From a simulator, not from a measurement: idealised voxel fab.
process module | voxel ribs on slabs
cross-section cut | 270 nm wide | cells 5 nm
A cross-section is a grid of square cells, given in bands from the top down. A band is one or more rows of cells.
Each band's line starts with the height of the band's top and of its bottom, in nm. Then come its materials from left to right, each with its width in nm. One material with "throughout" fills the band from edge to edge. "air" is empty space.
Height 0 is the level under which the wafer as received is all one material. The lowest band goes on downwards, as in "0 down".
A width such as "30 to 40" changes by the same amount from each row of cells to the next, from the band's top row to its bottom row.
"no change" after a step means that no cell of the cross-section changed.
closed voids: empty space of 8 cells or more with no open way to the top, each as width x height at its distance from the left edge, in nm
after a step's settings: what the simulator itself notes on the step
overlay nm, on a step with a mask: how far to the right of its planned place the mask lay; to the left if negative
Each pair below shows a cross-section before one step and the cross-section after it, down to the lowest band that changed. The line under each pair gives the step between them, with its settings. The pairs can come from different runs of this module on the same starting wafer, so a pair continues from the pair above only where its "before" says so.
before
  0 down: Si throughout
  closed voids: none
after
  25 to 0: SiO2 throughout
  below 0: unchanged
  closed voids: none
the step between: op DIRECTIONAL_DEP | material SiO2 | thk nm 25
before: the cross-section after the pair above
after
  50 to 25: polySi throughout
  below 25: unchanged
  closed voids: none
the step between: op DIRECTIONAL_DEP | material polySi | thk nm 25
before: the cross-section after the pair above
after
  65 to 50: aC throughout
  below 50: unchanged
  closed voids: none
the step between: op DIRECTIONAL_DEP | material aC | thk nm 15
before: the cross-section after the pair above
after
  95 to 65: air 125 | resist 20 | air 125
  below 65: unchanged
  closed voids: none
the step between: op PATTERN | tone cover | mask id RIB | material resist | width nm 20 | thk nm 30 | overlay nm 0
before: the cross-section after the pair above
after
  80 to 65: air 125 | resist 20 | air 125
  65 to 50: air 125 | aC 20 | air 125
  below 50: unchanged
  closed voids: none
the step between: op DIRECTIONAL_ETCH | etch materials aC | depth nm 15
before: the cross-section after the pair above
after
  65 to 50: air 125 | aC 20 | air 125
  below 50: unchanged
  closed voids: none
the step between: op STRIP | etch materials resist
before: the cross-section after the pair above
after
  65 to 50: air 125 | aC 20 | air 125
  50 to 35: air 125 | polySi 20 | air 125
  below 35: unchanged
  closed voids: none
the step between: op DIRECTIONAL_ETCH | etch materials polySi | depth nm 15
before: the cross-section after the pair above
after
  50 to 35: air 125 | polySi 20 | air 125
  below 35: unchanged
  closed voids: none
the step between: op STRIP | etch materials aC
before: the cross-section after the pair above
after
  50 to 35: air 125 | polySi 20 | air 125
  35 to 25: air 100 | polySi 70 | air 100
  below 25: unchanged
  closed voids: none
the step between: op MASKED_ETCH | tone cover | mask id SLAB | width nm 70 | etch materials polySi | depth nm 10 | overlay nm 0
before: the cross-section after the pair above
after
  80 to 50: SiO2 throughout
  50 to 35: SiO2 125 | polySi 20 | SiO2 125
  35 to 25: SiO2 100 | polySi 70 | SiO2 100
  below 25: unchanged
  closed voids: none
the step between: op FILL_DEP | material SiO2 | thk nm 30
before: the cross-section after the pair above
after
  70 to 50: SiO2 throughout
  below 50: unchanged
  closed voids: none
the step between: op CMP | height nm 70
before: the cross-section after the pair above
after
  80 to 70: TiN throughout
  below 70: unchanged
  closed voids: none
the step between: op DIRECTIONAL_DEP | material TiN | thk nm 10
before: the cross-section after the pair above
after
  80 to 70: air 120 | TiN 30 | air 120
  below 70: unchanged
  closed voids: none
the step between: op MASKED_ETCH | tone cover | mask id HEATER | width nm 30 | etch materials TiN | depth nm 10 | overlay nm 0
before: the cross-section after the pair above
after
  90 to 80: air 110 | SiO2 50 | air 110
  80 to 70: SiO2 120 | TiN 30 | SiO2 120
  below 70: unchanged
  closed voids: none
the step between: op CONFORMAL_DEP | material SiO2 | thk nm 10
before
  50 to 25: polySi throughout
  25 to 0: SiO2 throughout
  0 down: Si throughout
  closed voids: none
after
  75 to 25: polySi throughout
  below 25: unchanged
  closed voids: none
the step between: op DIRECTIONAL_DEP | material polySi | thk nm 25
before: the cross-section after the pair above
after
  90 to 75: aC throughout
  below 75: unchanged
  closed voids: none
the step between: op DIRECTIONAL_DEP | material aC | thk nm 15
before: the cross-section after the pair above
after
  120 to 90: air 125 | resist 20 | air 125
  below 90: unchanged
  closed voids: none
the step between: op PATTERN | tone cover | mask id RIB | material resist | width nm 20 | thk nm 30 | overlay nm 0
before: the cross-section after the pair above
after
  105 to 90: air 125 | resist 20 | air 125
  90 to 75: air 125 | aC 20 | air 125
  below 75: unchanged
  closed voids: none
the step between: op DIRECTIONAL_ETCH | etch materials aC | depth nm 15
before: the cross-section after the pair above
after
  90 to 75: air 125 | aC 20 | air 125
  below 75: unchanged
  closed voids: none
the step between: op STRIP | etch materials resist
before: the cross-section after the pair above
after
  90 to 75: air 125 | aC 20 | air 125
  75 to 60: air 125 | polySi 20 | air 125
  below 60: unchanged
  closed voids: none
the step between: op DIRECTIONAL_ETCH | etch materials polySi | depth nm 15
before: the cross-section after the pair above
after
  75 to 60: air 125 | polySi 20 | air 125
  below 60: unchanged
  closed voids: none
the step between: op STRIP | etch materials aC
before: the cross-section after the pair above
after
  75 to 60: air 125 | polySi 20 | air 125
  60 to 50: air 100 | polySi 70 | air 100
  below 50: unchanged
  closed voids: none
the step between: op MASKED_ETCH | tone cover | mask id SLAB | width nm 70 | etch materials polySi | depth nm 10 | overlay nm 0
before: the cross-section after the pair above
after
  105 to 75: SiO2 throughout
  75 to 60: SiO2 125 | polySi 20 | SiO2 125
  60 to 50: SiO2 100 | polySi 70 | SiO2 100
  below 50: unchanged
  closed voids: none
the step between: op FILL_DEP | material SiO2 | thk nm 30
before: the cross-section after the pair above
after
  70 to 60: SiO2 125 | polySi 20 | SiO2 125
  below 60: unchanged
  closed voids: none
the step between: op CMP | height nm 70
before: the cross-section after the pair above
after
  80 to 70: TiN throughout
  below 70: unchanged
  closed voids: none
the step between: op DIRECTIONAL_DEP | material TiN | thk nm 10
before: the cross-section after the pair above
after
  80 to 70: air 120 | TiN 30 | air 120
  below 70: unchanged
  closed voids: none
the step between: op MASKED_ETCH | tone cover | mask id HEATER | width nm 30 | etch materials TiN | depth nm 10 | overlay nm 0
before: the cross-section after the pair above
after
  90 to 80: air 110 | SiO2 50 | air 110
  80 to 70: SiO2 120 | TiN 30 | SiO2 120
  below 70: unchanged
  closed voids: none
the step between: op CONFORMAL_DEP | material SiO2 | thk nm 10
before
  25 to 0: SiO2 throughout
  0 down: Si throughout
  closed voids: none
after
  40 to 25: aC throughout
  below 25: unchanged
  closed voids: none
the step between: op DIRECTIONAL_DEP | material aC | thk nm 15
before: the cross-section after the pair above
after
  65 to 40: polySi throughout
  below 40: unchanged
  closed voids: none
the step between: op DIRECTIONAL_DEP | material polySi | thk nm 25
before: the cross-section after the pair above
after
  95 to 65: air 125 | resist 20 | air 125
  below 65: unchanged
  closed voids: none
the step between: op PATTERN | tone cover | mask id RIB | material resist | width nm 20 | thk nm 30 | overlay nm 0
before: the cross-section after the pair above
after
  80 to 65: air 125 | resist 20 | air 125
  below 65: unchanged
  closed voids: none
the step between: op DIRECTIONAL_ETCH | etch materials aC | depth nm 15
before: the cross-section after the pair above
after
  65 to 40: polySi throughout
  below 40: unchanged
  closed voids: none
the step between: op STRIP | etch materials resist
before: the cross-section after the pair above
after
  50 to 40: polySi throughout
  below 40: unchanged
  closed voids: none
the step between: op DIRECTIONAL_ETCH | etch materials polySi | depth nm 15
before: the cross-section after the pair above
after
  50 to 40: air 100 | polySi 70 | air 100
  below 40: unchanged
  closed voids: none
the step between: op MASKED_ETCH | tone cover | mask id SLAB | width nm 70 | etch materials polySi | depth nm 10 | overlay nm 0
before: the cross-section after the pair above
after
  80 to 50: SiO2 throughout
  50 to 40: SiO2 100 | polySi 70 | SiO2 100
  below 40: unchanged
  closed voids: none
the step between: op FILL_DEP | material SiO2 | thk nm 30
before: the cross-section after the pair above
after
  70 to 50: SiO2 throughout
  below 50: unchanged
  closed voids: none
the step between: op CMP | height nm 70
before: the cross-section after the pair above
after
  80 to 70: TiN throughout
  below 70: unchanged
  closed voids: none
the step between: op DIRECTIONAL_DEP | material TiN | thk nm 10
before: the cross-section after the pair above
after
  80 to 70: air 120 | TiN 30 | air 120
  below 70: unchanged
  closed voids: none
the step between: op MASKED_ETCH | tone cover | mask id HEATER | width nm 30 | etch materials TiN | depth nm 10 | overlay nm 0
before: the cross-section after the pair above
after
  90 to 80: air 110 | SiO2 50 | air 110
  80 to 70: SiO2 120 | TiN 30 | SiO2 120
  below 70: unchanged
  closed voids: none
the step between: op CONFORMAL_DEP | material SiO2 | thk nm 10
before
  0 down: Si throughout
  closed voids: none
after
  35 to 0: SiO2 throughout
  below 0: unchanged
  closed voids: none
the step between: op DIRECTIONAL_DEP | material SiO2 | thk nm 35
before: the cross-section after the pair above
after
  60 to 35: polySi throughout
  below 35: unchanged
  closed voids: none
the step between: op DIRECTIONAL_DEP | material polySi | thk nm 25
before: the cross-section after the pair above
after
  75 to 60: aC throughout
  below 60: unchanged
  closed voids: none
the step between: op DIRECTIONAL_DEP | material aC | thk nm 15
before: the cross-section after the pair above
after
  105 to 75: air 125 | resist 20 | air 125
  below 75: unchanged
  closed voids: none
the step between: op PATTERN | tone cover | mask id RIB | material resist | width nm 20 | thk nm 30 | overlay nm 0
before: the cross-section after the pair above
after
  90 to 75: air 125 | resist 20 | air 125
  75 to 60: air 125 | aC 20 | air 125
  below 60: unchanged
  closed voids: none
the step between: op DIRECTIONAL_ETCH | etch materials aC | depth nm 15
before: the cross-section after the pair above
after
  75 to 60: air 125 | aC 20 | air 125
  below 60: unchanged
  closed voids: none
the step between: op STRIP | etch materials resist
before: the cross-section after the pair above
after
  75 to 60: air 125 | aC 20 | air 125
  60 to 45: air 125 | polySi 20 | air 125
  below 45: unchanged
  closed voids: none
the step between: op DIRECTIONAL_ETCH | etch materials polySi | depth nm 15
before: the cross-section after the pair above
after
  60 to 45: air 125 | polySi 20 | air 125
  below 45: unchanged
  closed voids: none
the step between: op STRIP | etch materials aC
before: the cross-section after the pair above
after
  60 to 45: air 125 | polySi 20 | air 125
  45 to 35: air 100 | polySi 70 | air 100
  below 35: unchanged
  closed voids: none
the step between: op MASKED_ETCH | tone cover | mask id SLAB | width nm 70 | etch materials polySi | depth nm 10 | overlay nm 0
before: the cross-section after the pair above
after
  90 to 60: SiO2 throughout
  60 to 45: SiO2 125 | polySi 20 | SiO2 125
  45 to 35: SiO2 100 | polySi 70 | SiO2 100
  below 35: unchanged
  closed voids: none
the step between: op FILL_DEP | material SiO2 | thk nm 30
before: the cross-section after the pair above
after
  70 to 60: SiO2 throughout
  below 60: unchanged
  closed voids: none
the step between: op CMP | height nm 70
before: the cross-section after the pair above
after
  80 to 70: TiN throughout
  below 70: unchanged
  closed voids: none
the step between: op DIRECTIONAL_DEP | material TiN | thk nm 10
before: the cross-section after the pair above
after
  80 to 70: air 120 | TiN 30 | air 120
  below 70: unchanged
  closed voids: none
the step between: op MASKED_ETCH | tone cover | mask id HEATER | width nm 30 | etch materials TiN | depth nm 10 | overlay nm 0
before: the cross-section after the pair above
after
  90 to 80: air 110 | SiO2 50 | air 110
  80 to 70: SiO2 120 | TiN 30 | SiO2 120
  below 70: unchanged
  closed voids: none
the step between: op CONFORMAL_DEP | material SiO2 | thk nm 10
before
  80 to 70: TiN throughout
  70 to 50: SiO2 throughout
  50 to 35: SiO2 125 | polySi 20 | SiO2 125
  35 to 25: SiO2 100 | polySi 70 | SiO2 100
  25 to 0: SiO2 throughout
  0 down: Si throughout
  closed voids: none
after
  80 to 70: air 125 | TiN 20 | air 125
  below 70: unchanged
  closed voids: none
the step between: op MASKED_ETCH | tone cover | mask id HEATER | width nm 20 | etch materials TiN | depth nm 10 | overlay nm 0
before: the cross-section after the pair above
after
  90 to 80: air 115 | SiO2 40 | air 115
  80 to 70: SiO2 125 | TiN 20 | SiO2 125
  below 70: unchanged
  closed voids: none
the step between: op CONFORMAL_DEP | material SiO2 | thk nm 10
before
  65 to 50: aC throughout
  50 to 25: polySi throughout
  25 to 0: SiO2 throughout
  0 down: Si throughout
  closed voids: none
after
  95 to 65: air 115 | resist 20 | air 135
  below 65: unchanged
  closed voids: none
the step between: op PATTERN | tone cover | mask id RIB | material resist | width nm 20 | thk nm 30 | overlay nm -10
before: the cross-section after the pair above
after
  80 to 65: air 115 | resist 20 | air 135
  65 to 50: air 115 | aC 20 | air 135
  below 50: unchanged
  closed voids: none
the step between: op DIRECTIONAL_ETCH | etch materials aC | depth nm 15
before: the cross-section after the pair above
after
  65 to 50: air 115 | aC 20 | air 135
  below 50: unchanged
  closed voids: none
the step between: op STRIP | etch materials resist
before: the cross-section after the pair above
after
  65 to 50: air 115 | aC 20 | air 135
  50 to 35: air 115 | polySi 20 | air 135
  below 35: unchanged
  closed voids: none
the step between: op DIRECTIONAL_ETCH | etch materials polySi | depth nm 15
before: the cross-section after the pair above
after
  50 to 35: air 115 | polySi 20 | air 135
  below 35: unchanged
  closed voids: none
the step between: op STRIP | etch materials aC
before: the cross-section after the pair above
after
  50 to 35: air 115 | polySi 20 | air 135
  35 to 25: air 100 | polySi 70 | air 100
  below 25: unchanged
  closed voids: none
the step between: op MASKED_ETCH | tone cover | mask id SLAB | width nm 70 | etch materials polySi | depth nm 10 | overlay nm 0
before: the cross-section after the pair above
after
  80 to 50: SiO2 throughout
  50 to 35: SiO2 115 | polySi 20 | SiO2 135
  35 to 25: SiO2 100 | polySi 70 | SiO2 100
  below 25: unchanged
  closed voids: none
the step between: op FILL_DEP | material SiO2 | thk nm 30
before: the cross-section after the pair above
after
  70 to 50: SiO2 throughout
  below 50: unchanged
  closed voids: none
the step between: op CMP | height nm 70
before: the cross-section after the pair above
after
  80 to 70: TiN throughout
  below 70: unchanged
  closed voids: none
the step between: op DIRECTIONAL_DEP | material TiN | thk nm 10
before: the cross-section after the pair above
after
  80 to 70: air 120 | TiN 30 | air 120
  below 70: unchanged
  closed voids: none
the step between: op MASKED_ETCH | tone cover | mask id HEATER | width nm 30 | etch materials TiN | depth nm 10 | overlay nm 0
before: the cross-section after the pair above
after
  90 to 80: air 110 | SiO2 50 | air 110
  80 to 70: SiO2 120 | TiN 30 | SiO2 120
  below 70: unchanged
  closed voids: none
the step between: op CONFORMAL_DEP | material SiO2 | thk nm 10
before
  80 to 70: air 120 | TiN 30 | air 120
  70 to 50: SiO2 throughout
  50 to 35: SiO2 125 | polySi 20 | SiO2 125
  35 to 25: SiO2 100 | polySi 70 | SiO2 100
  25 to 0: SiO2 throughout
  0 down: Si throughout
  closed voids: none
after
  90 to 80: air 110 | polySi 50 | air 110
  80 to 70: polySi 120 | TiN 30 | polySi 120
  below 70: unchanged
  closed voids: none
the step between: op CONFORMAL_DEP | material polySi | thk nm 10
before
  65 to 50: aC throughout
  50 to 25: polySi throughout
  25 to 0: SiO2 throughout
  0 down: Si throughout
  closed voids: none
after
  95 to 65: resist 125 | air 20 | resist 125
  below 65: unchanged
  closed voids: none
the step between: op PATTERN | tone open | mask id RIB | material resist | width nm 20 | thk nm 30 | overlay nm 0
before: the cross-section after the pair above
after
  80 to 65: resist 125 | air 20 | resist 125
  65 to 50: aC 125 | air 20 | aC 125
  below 50: unchanged
  closed voids: none
the step between: op DIRECTIONAL_ETCH | etch materials aC | depth nm 15
before: the cross-section after the pair above
after
  65 to 50: aC 125 | air 20 | aC 125
  below 50: unchanged
  closed voids: none
the step between: op STRIP | etch materials resist
before: the cross-section after the pair above
after
  65 to 50: aC 125 | air 20 | aC 125
  50 to 35: polySi 125 | air 20 | polySi 125
  below 35: unchanged
  closed voids: none
the step between: op DIRECTIONAL_ETCH | etch materials polySi | depth nm 15
before: the cross-section after the pair above
after
  50 to 35: polySi 125 | air 20 | polySi 125
  below 35: unchanged
  closed voids: none
the step between: op STRIP | etch materials aC
before: the cross-section after the pair above
after
  50 to 40: air 100 | polySi 25 | air 20 | polySi 25 | air 100
  below 40: unchanged
  closed voids: none
the step between: op MASKED_ETCH | tone cover | mask id SLAB | width nm 70 | etch materials polySi | depth nm 10 | overlay nm 0
before: the cross-section after the pair above
after
  80 to 50: SiO2 throughout
  50 to 40: SiO2 100 | polySi 25 | SiO2 20 | polySi 25 | SiO2 100
  40 to 35: polySi 125 | SiO2 20 | polySi 125
  below 35: unchanged
  closed voids: none
the step between: op FILL_DEP | material SiO2 | thk nm 30
before: the cross-section after the pair above
after
  70 to 50: SiO2 throughout
  below 50: unchanged
  closed voids: none
the step between: op CMP | height nm 70
before: the cross-section after the pair above
after
  80 to 70: TiN throughout
  below 70: unchanged
  closed voids: none
the step between: op DIRECTIONAL_DEP | material TiN | thk nm 10
before: the cross-section after the pair above
after
  80 to 70: air 120 | TiN 30 | air 120
  below 70: unchanged
  closed voids: none
the step between: op MASKED_ETCH | tone cover | mask id HEATER | width nm 30 | etch materials TiN | depth nm 10 | overlay nm 0
before: the cross-section after the pair above
after
  90 to 80: air 110 | SiO2 50 | air 110
  80 to 70: SiO2 120 | TiN 30 | SiO2 120
  below 70: unchanged
  closed voids: none
the step between: op CONFORMAL_DEP | material SiO2 | thk nm 10
